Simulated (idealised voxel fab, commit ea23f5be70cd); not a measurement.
This is a process module. Its name is voxel quadruple lines.
Displayed cross-section: cut, width of 205 nm, square cells sized 5 nm.
Think of the cross-section as a grid of square cells. We describe it in bands, top to bottom, and each band covers one or more rows of those cells.
Look at the band entry: it leads with the top's height and the bottom's height in nm. Then it lists the materials left to right, with a width in nm for each. The word "edge to edge" on a single material says that material fills the band edge to edge. The word "air" is empty space.
Heights are reckoned from 0. Under this level, the received wafer is all of one material. The bottommost band is open-ended downward, for example "0 and below".
The expression "30->40" gives the width at the extremes of the band, the first number at its top row of cells and the second at its bottom row, with the width changing by equal amounts from each row to the next in between.
A step reported as "nothing different" is a step in which no cell of the cross-section changed.
"Unvented cavities": empty spaces of 8 cells or more with no open way to the top, each given as width x height at distance, distance from the left edge, all in nm.
Text after the settings on a step's line: the simulator's own remark on that step.
You can add "overlay nm" to a step's line. For a step with a mask, it describes how far the mask lay to the right of its planned position, and a negative number describes a lay to the left.
# Steps in the process plan
1. RECEIVE, material Si
2. CONFORMAL_DEP, material SiO2, thk nm 5
3. DIRECTIONAL_DEP, material Ru, thk nm 15
4. DIRECTIONAL_DEP, material polySi, thk nm 15
5. DIRECTIONAL_DEP, material aC, thk nm 20
6. PATTERN, tone cover, mask id MANDREL, material resist, width nm 20, pitch nm 60, thk nm 25, overlay nm 0
7. DIRECTIONAL_ETCH, etch materials aC, depth nm 20
8. STRIP, etch materials resist
9. CONFORMAL_DEP, material SiO2, thk nm 10
10. DIRECTIONAL_ETCH, etch materials SiO2, depth nm 10
11. STRIP, etch materials aC
12. DIRECTIONAL_ETCH, etch materials polySi, depth nm 15
13. STRIP, etch materials SiO2
14. CONFORMAL_DEP, material SiN, thk nm 5
15. DIRECTIONAL_ETCH, etch materials SiN, depth nm 5
16. STRIP, etch materials polySi
17. DIRECTIONAL_ETCH, etch materials Ru, depth nm 15
18. STRIP, etch materials SiN
# Step 1 complete: cross-section of the wafer as received
	0 and below | Si edge to edge
	Unvented cavities: none
# Module complete, cross-section. Starting point and plan per above. One mistake made in running the module
	55 down to 35 | 60 nm air | 20 nm aC | 40 nm air | 20 nm aC | 65 nm air
	35 down to 20 | polySi edge to edge
	20 down to 5 | Ru edge to edge
	5 down to 0 | SiO2 edge to edge
	0 and below | Si edge to edge
	Unvented cavities: none
The mistake made against the process plan was this: step 9: run off-plan, actual operation and settings CONFORMAL_DEP, material SiN, thk nm 10
